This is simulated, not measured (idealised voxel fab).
Process module name: voxel double patterning
Cross-sectional view cut (width: 195 nm; square cell size: 5 nm).
Format of a cross-section: grid, square cells. Given as bands. Order: top down. Band: one or more rows of cells.
Within each band entry, the heights of the top and of the bottom of the band appear first, in that order and in nm; the materials of the band then follow from left to right, each with its corresponding width in nm. The designation "edge to edge" on a single material indicates that it fills the band from edge to edge; the designation "empty" indicates empty space.
For the purposes of this specification, 0 denotes the height below which the wafer in its as-received condition is composed wholly of one material, and the lowermost band, lacking a lower limit, extends downward without end, as expressed in "0 down".
Width: "30 to 40" (first number = top row, second number = bottom row, same change from row to row of cells).
No cell of the cross-section changed in a step that is given as "no modification".
The list in "Unvented cavities" covers empty spaces of 8 cells or more that cannot reach the top through any open way, and it gives each as width x height at distance; the distance is from the left edge, and width, height and distance are in nm.
The remark found on a step's line after its settings is issued by the simulator itself and pertains to that step.
overlay nm: right-of-plan distance of the mask on a masked step; negative values mean left-of-plan.
Intended process steps:
1 RECEIVE: material Si
2 CONFORMAL_DEP: material SiO2, thk nm 5
3 DIRECTIONAL_DEP: material polySi, thk nm 20
4 DIRECTIONAL_DEP: material SiN, thk nm 5
5 DIRECTIONAL_DEP: material aC, thk nm 10
6 PATTERN: tone open, mask id FIRST, material resist, width nm 15, pitch nm 50, thk nm 30, overlay nm 0
7 DIRECTIONAL_ETCH: etch materials aC, depth nm 10
8 STRIP: etch materials resist
9 DIRECTIONAL_ETCH: etch materials SiN, depth nm 5
10 STRIP: etch materials aC
11 PATTERN: tone open, mask id SECOND, material resist, width nm 15, thk nm 20, overlay nm 0
12 DIRECTIONAL_ETCH: etch materials SiN, depth nm 5
13 STRIP: etch materials resist
14 DIRECTIONAL_ETCH: etch materials polySi, depth nm 20
15 STRIP: etch materials SiN
As-received state of the wafer in cross-section, equivalent to post-step 1:
  0 down = Si edge to edge
  Unvented cavities: none
First wafer of two, sectioned at end of module; run went per plan:
  25 to 5 = 65 polySi | 15 empty | 10 polySi | 15 empty | 10 polySi | 15 empty | 65 polySi
  5 to 0 = SiO2 edge to edge
  0 down = Si edge to edge
  Unvented cavities: none
Second of two wafers, module complete, sectioned: it shares the first wafer's start and plan but was run with one mistake:
  45 to 25 = 65 polySi | 15 empty | 10 polySi | 15 empty | 10 polySi | 15 empty | 65 polySi
  25 to 5 = polySi edge to edge
  5 to 0 = SiO2 edge to edge
  0 down = Si edge to edge
  Unvented cavities: none
Error vs. plan: step 3 of the plan was performed twice
Final difference in cells, second wafer against first, listed per material as more or fewer: +156 polySi
